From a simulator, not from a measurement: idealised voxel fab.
Documented hereafter: the process module known as voxel fin reveal.
FYI the section here is cut, 275 nm wide, cells are 5 nm squares.
The cross-sections in this document take the form of a grid made of square cells. They are written out as bands, in order from top to bottom. Each band consists of one or more rows of cells. This entry defines a band. It first specifies the height of the band's top and the height of its bottom in nm, and then specifies the band's materials from left to right, stating each material with its width in nm. The word "everywhere" identifies a single material that fills the band from edge to edge, while the word "empty" identifies empty space. Measure heights from 0. That's the level where, below it, the as-received wafer is all one material. The lowest band is bottomless and extends downward; write it as in "0 -> down". Width: "30 to 40" (first number = top row, second number = bottom row, same change from row to row of cells). Reading "no modification" for a step: not a cell of the cross-section changed in it. "Enclosed void inventory" contains a list of empty spaces, each no smaller than 8 cells and without an open way to the top, written in the form width x height at distance with the distance from the left edge and all three in nm. Note: text after step settings on the step line = simulator remark on that step. What "overlay nm" on a step's line means: if the step has a mask, that mask lay this far to the right of its planned place, or, when the value is negative, to the left. Each pair below shows a cross-section before one step and the cross-section after it, down to the lowest band that changed. The line under each pair gives the step between them, with its settings. The pairs can come from different runs of this module on the same starting wafer, so a pair continues from the pair above only where its "Geometry before processing" says so.

-- Geometry before processing
    0 -> down | Si everywhere
    Enclosed void inventory: none

-- Structure After Step
    5 -> 0 | SiN everywhere
    Below 0 it's all the same as before, nothing changed down there.
    Enclosed void inventory: none
Between the two cross-sections shown above lies CONFORMAL_DEP [material SiN] [thk nm 5]

Geometry before processing: as shown after the step in the preceding pair, directly above.

-- Structure After Step
    5 -> 0 | 110 empty, then 15 SiN, then 25 empty, then 15 SiN, then 110 empty
    Below 0 it's all the same as before, nothing changed down there.
    Enclosed void inventory: none
Between the two cross-sections shown above lies MASKED_ETCH [tone cover] [mask id FINS] [width nm 15] [pitch nm 40] [etch materials SiN] [depth nm 5] [overlay nm 0]

Geometry before processing: as shown after the step in the preceding pair, directly above.

-- Structure After Step
    5 -> 0 | 110 empty, then 15 SiN, then 25 empty, then 15 SiN, then 110 empty
    0 -> -35 | 110 empty, then 15 Si, then 25 empty, then 15 Si, then 110 empty
    Below -35 it's all the same as before, nothing changed down there.
    Enclosed void inventory: none
Between the two cross-sections shown above lies MASKED_ETCH [tone cover] [mask id FINS] [width nm 15] [pitch nm 40] [etch materials Si] [depth nm 35] [overlay nm 0]

Geometry before processing: as shown after the step in the preceding pair, directly above.

-- Structure After Step
    15 -> 5 | SiO2 everywhere
    5 -> 0 | 110 SiO2, then 15 SiN, then 25 SiO2, then 15 SiN, then 110 SiO2
    0 -> -35 | 110 SiO2, then 15 Si, then 25 SiO2, then 15 Si, then 110 SiO2
    Below -35 it's all the same as before, nothing changed down there.
    Enclosed void inventory: none
Between the two cross-sections shown above lies FILL_DEP [material SiO2] [thk nm 10]

Geometry before processing: as shown after the step in the preceding pair, directly above.

-- Structure After Step
    5 -> 0 | 110 SiO2, then 15 SiN, then 25 SiO2, then 15 SiN, then 110 SiO2
    Below 0 it's all the same as before, nothing changed down there.
    Enclosed void inventory: none
Between the two cross-sections shown above lies CMP [height nm 5]

Geometry before processing: as shown after the step in the preceding pair, directly above.

-- Structure After Step
    5 -> 0 | 110 empty, then 15 SiN, then 25 empty, then 15 SiN, then 110 empty
    0 -> -20 | 110 empty, then 15 Si, then 25 empty, then 15 Si, then 110 empty
    Below -20 it's all the same as before, nothing changed down there.
    Enclosed void inventory: none
Between the two cross-sections shown above lies SELECTIVE_ETCH [etch materials SiO2] [depth nm 25]

Geometry before processing: as shown after the step in the preceding pair, directly above.

-- Structure After Step
    0 -> -20 | 110 empty, then 15 Si, then 25 empty, then 15 Si, then 110 empty
    Below -20 it's all the same as before, nothing changed down there.
    Enclosed void inventory: none
Between the two cross-sections shown above lies STRIP [etch materials SiN]

Geometry before processing: as shown after the step in the preceding pair, directly above.

-- Structure After Step
    5 -> 0 | 105 empty, then 25 HfO2, then 15 empty, then 25 HfO2, then 105 empty
    0 -> -15 | 105 empty, then 5 HfO2, then 15 Si, then 5 HfO2, then 15 empty, then 5 HfO2, then 15 Si, then 5 HfO2, then 105 empty
    -15 -> -20 | 110 HfO2, then 15 Si, then 25 HfO2, then 15 Si, then 110 HfO2
    Below -20 it's all the same as before, nothing changed down there.
    Enclosed void inventory: none
Between the two cross-sections shown above lies CONFORMAL_DEP [material HfO2] [thk nm 5]

-- Geometry before processing
    5 -> 0 | 110 empty, then 15 SiN, then 25 empty, then 15 SiN, then 110 empty
    0 -> -35 | 110 empty, then 15 Si, then 25 empty, then 15 Si, then 110 empty
    -35 -> down | Si everywhere
    Enclosed void inventory: none

-- Structure After Step
    5 -> 0 | 110 empty, then 15 SiN, then 25 empty, then 15 SiN, then 110 empty
    0 -> -70 | 110 empty, then 15 Si, then 25 empty, then 15 Si, then 110 empty
    Below -70 it's all the same as before, nothing changed down there.
    Enclosed void inventory: none
Between the two cross-sections shown above lies MASKED_ETCH [tone cover] [mask id FINS] [width nm 15] [pitch nm 40] [etch materials Si] [depth nm 35] [overlay nm 0]

Geometry before processing: as shown after the step in the preceding pair, directly above.

-- Structure After Step
    15 -> 5 | SiO2 everywhere
    5 -> 0 | 110 SiO2, then 15 SiN, then 25 SiO2, then 15 SiN, then 110 SiO2
    0 -> -70 | 110 SiO2, then 15 Si, then 25 SiO2, then 15 Si, then 110 SiO2
    Below -70 it's all the same as before, nothing changed down there.
    Enclosed void inventory: none
Between the two cross-sections shown above lies FILL_DEP [material SiO2] [thk nm 10]

Geometry before processing: as shown after the step in the preceding pair, directly above.

-- Structure After Step
    5 -> 0 | 110 SiO2, then 15 SiN, then 25 SiO2, then 15 SiN, then 110 SiO2
    Below 0 it's all the same as before, nothing changed down there.
    Enclosed void inventory: none
Between the two cross-sections shown above lies CMP [height nm 5]

Geometry before processing: as shown after the step in the preceding pair, directly above.

-- Structure After Step
    5 -> 0 | 110 empty, then 15 SiN, then 25 empty, then 15 SiN, then 110 empty
    0 -> -20 | 110 empty, then 15 Si, then 25 empty, then 15 Si, then 110 empty
    Below -20 it's all the same as before, nothing changed down there.
    Enclosed void inventory: none
Between the two cross-sections shown above lies SELECTIVE_ETCH [etch materials SiO2] [depth nm 25]

Geometry before processing: as shown after the step in the preceding pair, directly above.

-- Structure After Step
    0 -> -20 | 110 empty, then 15 Si, then 25 empty, then 15 Si, then 110 empty
    Below -20 it's all the same as before, nothing changed down there.
    Enclosed void inventory: none
Between the two cross-sections shown above lies STRIP [etch materials SiN]

Geometry before processing: as shown after the step in the preceding pair, directly above.

-- Structure After Step
    5 -> 0 | 105 empty, then 25 HfO2, then 15 empty, then 25 HfO2, then 105 empty
    0 -> -15 | 105 empty, then 5 HfO2, then 15 Si, then 5 HfO2, then 15 empty, then 5 HfO2, then 15 Si, then 5 HfO2, then 105 empty
    -15 -> -20 | 110 HfO2, then 15 Si, then 25 HfO2, then 15 Si, then 110 HfO2
    Below -20 it's all the same as before, nothing changed down there.
    Enclosed void inventory: none
Between the two cross-sections shown above lies CONFORMAL_DEP [material HfO2] [thk nm 5]

-- Geometry before processing
    5 -> 0 | 110 SiO2, then 15 SiN, then 25 SiO2, then 15 SiN, then 110 SiO2
    0 -> -35 | 110 SiO2, then 15 Si, then 25 SiO2, then 15 Si, then 110 SiO2
    -35 -> down | Si everywhere
    Enclosed void inventory: none

-- Structure After Step
    5 -> 0 | 110 SiO2, then 15 empty, then 25 SiO2, then 15 empty, then 110 SiO2
    Below 0 it's all the same as before, nothing changed down there.
    Enclosed void inventory: none
Between the two cross-sections shown above lies STRIP [etch materials SiN]

Geometry before processing: as shown after the step in the preceding pair, directly above.

-- Structure After Step
    0 -> -20 | 110 empty, then 15 Si, then 25 empty, then 15 Si, then 110 empty
    -20 -> -25 | 85 SiO2, then 25 empty, then 15 Si, then 25 empty, then 15 Si, then 25 empty, then 85 SiO2
    Below -25 it's all the same as before, nothing changed down there.
    Enclosed void inventory: none
Between the two cross-sections shown above lies SELECTIVE_ETCH [etch materials SiO2] [depth nm 25]

Geometry before processing: as shown after the step in the preceding pair, directly above.

-- Structure After Step
    5 -> 0 | 105 empty, then 25 HfO2, then 15 empty, then 25 HfO2, then 105 empty
    0 -> -15 | 105 empty, then 5 HfO2, then 15 Si, then 5 HfO2, then 15 empty, then 5 HfO2, then 15 Si, then 5 HfO2, then 105 empty
    -15 -> -20 | 90 HfO2, then 15 empty, then 5 HfO2, then 15 Si, then 5 HfO2, then 15 empty, then 5 HfO2, then 15 Si, then 5 HfO2, then 15 empty, then 90 HfO2
    -20 -> -25 | 85 SiO2, then 25 HfO2, then 15 Si, then 25 HfO2, then 15 Si, then 25 HfO2, then 85 SiO2
    Below -25 it's all the same as before, nothing changed down there.
    Enclosed void inventory: none
Between the two cross-sections shown above lies CONFORMAL_DEP [material HfO2] [thk nm 5]

-- Geometry before processing
    5 -> 0 | 110 empty, then 15 SiN, then 25 empty, then 15 SiN, then 110 empty
    0 -> down | Si everywhere
    Enclosed void inventory: none

-- Structure After Step
    5 -> 0 | 110 empty, then 15 SiN, then 25 empty, then 15 SiN, then 110 empty
    0 -> -45 | 110 empty, then 15 Si, then 25 empty, then 15 Si, then 110 empty
    Below -45 it's all the same as before, nothing changed down there.
    Enclosed void inventory: none
Between the two cross-sections shown above lies MASKED_ETCH [tone cover] [mask id FINS] [width nm 15] [pitch nm 40] [etch materials Si] [depth nm 45] [overlay nm 0]

Geometry before processing: as shown after the step in the preceding pair, directly above.

-- Structure After Step
    15 -> 5 | SiO2 everywhere
    5 -> 0 | 110 SiO2, then 15 SiN, then 25 SiO2, then 15 SiN, then 110 SiO2
    0 -> -45 | 110 SiO2, then 15 Si, then 25 SiO2, then 15 Si, then 110 SiO2
    Below -45 it's all the same as before, nothing changed down there.
    Enclosed void inventory: none
Between the two cross-sections shown above lies FILL_DEP [material SiO2] [thk nm 10]

Geometry before processing: as shown after the step in the preceding pair, directly above.

-- Structure After Step
    5 -> 0 | 110 SiO2, then 15 SiN, then 25 SiO2, then 15 SiN, then 110 SiO2
    Below 0 it's all the same as before, nothing changed down there.
    Enclosed void inventory: none
Between the two cross-sections shown above lies CMP [height nm 5]

Geometry before processing: as shown after the step in the preceding pair, directly above.

-- Structure After Step
    5 -> 0 | 110 empty, then 15 SiN, then 25 empty, then 15 SiN, then 110 empty
    0 -> -20 | 110 empty, then 15 Si, then 25 empty, then 15 Si, then 110 empty
    Below -20 it's all the same as before, nothing changed down there.
    Enclosed void inventory: none
Between the two cross-sections shown above lies SELECTIVE_ETCH [etch materials SiO2] [depth nm 25]

Geometry before processing: as shown after the step in the preceding pair, directly above.

-- Structure After Step
    0 -> -20 | 110 empty, then 15 Si, then 25 empty, then 15 Si, then 110 empty
    Below -20 it's all the same as before, nothing changed down there.
    Enclosed void inventory: none
Between the two cross-sections shown above lies STRIP [etch materials SiN]

Geometry before processing: as shown after the step in the preceding pair, directly above.

-- Structure After Step
    5 -> 0 | 105 empty, then 25 HfO2, then 15 empty, then 25 HfO2, then 105 empty
    0 -> -15 | 105 empty, then 5 HfO2, then 15 Si, then 5 HfO2, then 15 empty, then 5 HfO2, then 15 Si, then 5 HfO2, then 105 empty
    -15 -> -20 | 110 HfO2, then 15 Si, then 25 HfO2, then 15 Si, then 110 HfO2
    Below -20 it's all the same as before, nothing changed down there.
    Enclosed void inventory: none
Between the two cross-sections shown above lies CONFORMAL_DEP [material HfO2] [thk nm 5]

-- Geometry before processing
    0 -> down | Si everywhere
    Enclosed void inventory: none

-- Structure After Step
    5 -> 0 | HfO2 everywhere
    Below 0 it's all the same as before, nothing changed down there.
    Enclosed void inventory: none
Between the two cross-sections shown above lies CONFORMAL_DEP [material HfO2] [thk nm 5]

Geometry before processing: as shown after the step in the preceding pair, directly above.

-- Structure After Step
    15 -> 5 | SiO2 everywhere
    Below 5 it's all the same as before, nothing changed down there.
    Enclosed void inventory: none
Between the two cross-sections shown above lies FILL_DEP [material SiO2] [thk nm 10]

Geometry before processing: as shown after the step in the preceding pair, directly above.

-- Structure After Step
    5 -> 0 | HfO2 everywhere
    Below 0 it's all the same as before, nothing changed down there.
    Enclosed void inventory: none
Between the two cross-sections shown above lies CMP [height nm 5]

Geometry before processing: as shown after the step in the preceding pair, directly above.

-- Structure After Step
    10 -> 0 | HfO2 everywhere
    Below 0 it's all the same as before, nothing changed down there.
    Enclosed void inventory: none
Between the two cross-sections shown above lies CONFORMAL_DEP [material HfO2] [thk nm 5]
